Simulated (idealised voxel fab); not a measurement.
Proc. module: voxel self aligned vias
The cross-section shown here is cut; it is 215 nm wide and divided into square cells measuring 5 nm on a side.
Heads up, the way a cross-section reads in here is a grid of square cells, handed over as bands from the top down, with every band being one or more rows of cells. Top, bottom (nm), then materials left to right with widths (nm); lone material tagged "edge to edge" fills the whole band edge to edge; "air" = empty space. Measure heights from 0. That's the level where, below it, the as-received wafer is all one material. The lowest band is bottomless and extends downward; write it as in "0 and below". The width entry "30..40" should be interpreted row by row: the top row of cells in the band takes the first number, the bottom row takes the second number, and the change between adjacent rows is uniform throughout. "no alterations made" (step): cross-section cells unchanged, all of them. The entry "Voids lacking openings" lists the empty spaces that cover at least 8 cells and have no open path to the top. Each is written as width x height at distance, where the distance is measured from the left edge and all three values are in nm. after a step's settings: what the simulator itself notes on the step. A step's line can hold "overlay nm"; with a mask on that step, the setting says how far right of the planned place the mask lay, while a negative setting says it lay to the left.

-- So here's the lineup of process steps we planned
1. RECEIVE | material Si
2. CONFORMAL_DEP | material SiO2 | thk nm 15
3. CONFORMAL_DEP | material SiCN | thk nm 5
4. DIRECTIONAL_DEP | material SiO2 | thk nm 30
5. DIRECTIONAL_DEP | material aC | thk nm 15
6. PATTERN | tone open | mask id LINES | material resist | width nm 25 | pitch nm 65 | thk nm 30 | overlay nm 0
7. DIRECTIONAL_ETCH | etch materials aC | depth nm 15
8. STRIP | etch materials resist
9. DIRECTIONAL_ETCH | etch materials SiO2 | depth nm 30
10. STRIP | etch materials aC
11. CONFORMAL_DEP | material TiN | thk nm 5
12. FILL_DEP | material Ru | thk nm 5
13. CMP | height nm 50
14. SELECTIVE_ETCH | etch materials W Ru TiN | depth nm 5
15. FILL_DEP | material SiN | thk nm 10
16. CMP | height nm 50
17. DIRECTIONAL_DEP | material SiO2 | thk nm 20
18. PATTERN | tone open | mask id VIAS | material resist | width nm 35 | pitch nm 65 | thk nm 15 | overlay nm 0
19. DIRECTIONAL_ETCH | etch materials SiO2 | depth nm 20
20. DIRECTIONAL_ETCH | etch materials SiN | depth nm 5
21. STRIP | etch materials resist
22. CONFORMAL_DEP | material TiN | thk nm 5
23. FILL_DEP | material W | thk nm 10
24. CMP | height nm 70
25. CONFORMAL_DEP | material SiCN | thk nm 5

-- Wafer as received: cross-section following step 1
* 0 and below | Si edge to edge
* Voids lacking openings: none

-- Figure: cross-sectional view of the wafer upon completion of the module, processed from the initial state and according to the plan depicted above, with one error introduced during execution
* 75 down to 70 | SiCN edge to edge
* 70 down to 55 | SiO2=25, TiN=5, W=25, TiN=5, SiO2=30, TiN=5, W=25, TiN=5, SiO2=30, TiN=5, W=25, TiN=5, SiO2=25
* 55 down to 50 | SiO2=25, TiN=10, W=15, TiN=10, SiO2=30, TiN=10, W=15, TiN=10, SiO2=30, TiN=10, W=15, TiN=10, SiO2=25
* 50 down to 45 | SiO2=30, TiN=25, SiO2=40, TiN=25, SiO2=40, TiN=25, SiO2=30
* 45 down to 35 | SiO2=30, TiN=5, Ru=15, TiN=5, SiO2=40, TiN=5, Ru=15, TiN=5, SiO2=40, TiN=5, Ru=15, TiN=5, SiO2=30
* 35 down to 30 | SiO2=30, TiN=25, SiO2=40, TiN=25, SiO2=40, TiN=25, SiO2=30
* 30 down to 15 | SiCN edge to edge
* 15 down to 0 | SiO2 edge to edge
* 0 and below | Si edge to edge
* Voids lacking openings: none
Error vs. plan: step 3 ran with different settings than intended, the actual operation and settings being CONFORMAL_DEP | material SiCN | thk nm 15
